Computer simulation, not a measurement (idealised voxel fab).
process module | voxel capacitor over wiring
cross-section cut | 290 nm wide | cells 5 nm
A cross-section is a grid of square cells, given in bands from the top down. A band is one or more rows of cells.
Each band's line starts with the height of the band's top and of its bottom, in nm. Then come its materials from left to right, each with its width in nm. One material with "throughout" fills the band from edge to edge. "air" is empty space.
Height 0 is the level under which the wafer as received is all one material. The lowest band goes on downwards, as in "0 down".
A width such as "30 to 40" changes by the same amount from each row of cells to the next, from the band's top row to its bottom row.
"no change" after a step means that no cell of the cross-section changed.
closed voids: empty space of 8 cells or more with no open way to the top, each as width x height at its distance from the left edge, in nm
after a step's settings: what the simulator itself notes on the step
overlay nm, on a step with a mask: how far to the right of its planned place the mask lay; to the left if negative
plan
1 op RECEIVE | material Si
2 op CONFORMAL_DEP | material SiO2 | thk nm 10
3 op CONFORMAL_DEP | material SiCN | thk nm 5
4 op DIRECTIONAL_DEP | material lowk | thk nm 15
5 op MASKED_ETCH | tone open | mask id METAL_1 | width nm 30 | pitch nm 100 | etch materials lowk | depth nm 15 | overlay nm 0
6 op MASKED_ETCH | tone open | mask id METAL_1 | width nm 30 | pitch nm 100 | etch materials SiCN | depth nm 5 | overlay nm 0
7 op CONFORMAL_DEP | material TiN | thk nm 5
8 op FILL_DEP | material Ru | thk nm 10
9 op CMP | height nm 30
10 op CONFORMAL_DEP | material SiCN | thk nm 5
11 op DIRECTIONAL_DEP | material lowk | thk nm 15
12 op DIRECTIONAL_DEP | material aC | thk nm 15
13 op PATTERN | tone open | mask id PLUG_1 | material resist | width nm 15 | thk nm 30 | overlay nm 0
14 op DIRECTIONAL_ETCH | etch materials aC | depth nm 15
15 op STRIP | etch materials resist
16 op DIRECTIONAL_ETCH | etch materials lowk | depth nm 15
17 op DIRECTIONAL_ETCH | etch materials SiCN | depth nm 5
18 op STRIP | etch materials aC
19 op EPI | material Ru | thk nm 10
20 op EPI | material Ru | thk nm 10
21 op DIRECTIONAL_DEP | material TiN | thk nm 5
22 op DIRECTIONAL_DEP | material Al2O3 | thk nm 5
23 op DIRECTIONAL_DEP | material TiN | thk nm 10
24 op MASKED_ETCH | tone cover | mask id UPPER_PLATE | width nm 75 | etch materials TiN | depth nm 10 | overlay nm 0
25 op MASKED_ETCH | tone cover | mask id UPPER_PLATE | width nm 75 | etch materials Al2O3 | depth nm 5 | overlay nm 0
26 op DIRECTIONAL_DEP | material aC | thk nm 15
27 op PATTERN | tone cover | mask id LOWER_PLATE | material resist | width nm 85 | thk nm 35 | overlay nm -15
28 op DIRECTIONAL_ETCH | etch materials aC | depth nm 15
29 op STRIP | etch materials resist
30 op DIRECTIONAL_ETCH | etch materials TiN | depth nm 5
31 op STRIP | etch materials aC
32 op FILL_DEP | material SiO2 | thk nm 15
33 op CMP | height nm 80
34 op PATTERN | tone open | mask id PLUG_2 | material resist | width nm 15 | thk nm 15 | overlay nm 0
35 op DIRECTIONAL_ETCH | etch materials SiO2 | depth nm 10
36 op STRIP | etch materials resist
37 op CONFORMAL_DEP | material TiN | thk nm 5
38 op FILL_DEP | material Cu | thk nm 10
39 op CMP | height nm 80
40 op CONFORMAL_DEP | material SiN | thk nm 5
varied across the wafers: overlay nm of step 27. The plan shows the first wafer's value. All wafers start alike
first wafer as received, after step 1
  0 down: Si throughout
  closed voids: none
each wafer at the end: cells of each material gained (+) or lost (-) since it was received, then its closed voids
overlay nm -15 | +15 Al2O3 | +1 Cu | +36 Ru | +101 SiCN | +58 SiN | +396 SiO2 | +76 TiN | +303 lowk | closed voids: none
overlay nm -10 | +15 Al2O3 | +1 Cu | +36 Ru | +101 SiCN | +58 SiN | +396 SiO2 | +76 TiN | +303 lowk | closed voids: none
overlay nm -5 | +15 Al2O3 | +1 Cu | +36 Ru | +101 SiCN | +58 SiN | +396 SiO2 | +76 TiN | +303 lowk | closed voids: none
overlay nm 0 | +15 Al2O3 | +1 Cu | +36 Ru | +101 SiCN | +58 SiN | +396 SiO2 | +76 TiN | +303 lowk | closed voids: none
overlay nm 5 | +15 Al2O3 | +1 Cu | +36 Ru | +101 SiCN | +58 SiN | +396 SiO2 | +76 TiN | +303 lowk | closed voids: none
overlay nm 10 | +15 Al2O3 | +1 Cu | +36 Ru | +101 SiCN | +58 SiN | +396 SiO2 | +76 TiN | +303 lowk | closed voids: none
overlay nm 15 | +15 Al2O3 | +1 Cu | +36 Ru | +101 SiCN | +58 SiN | +396 SiO2 | +76 TiN | +303 lowk | closed voids: none
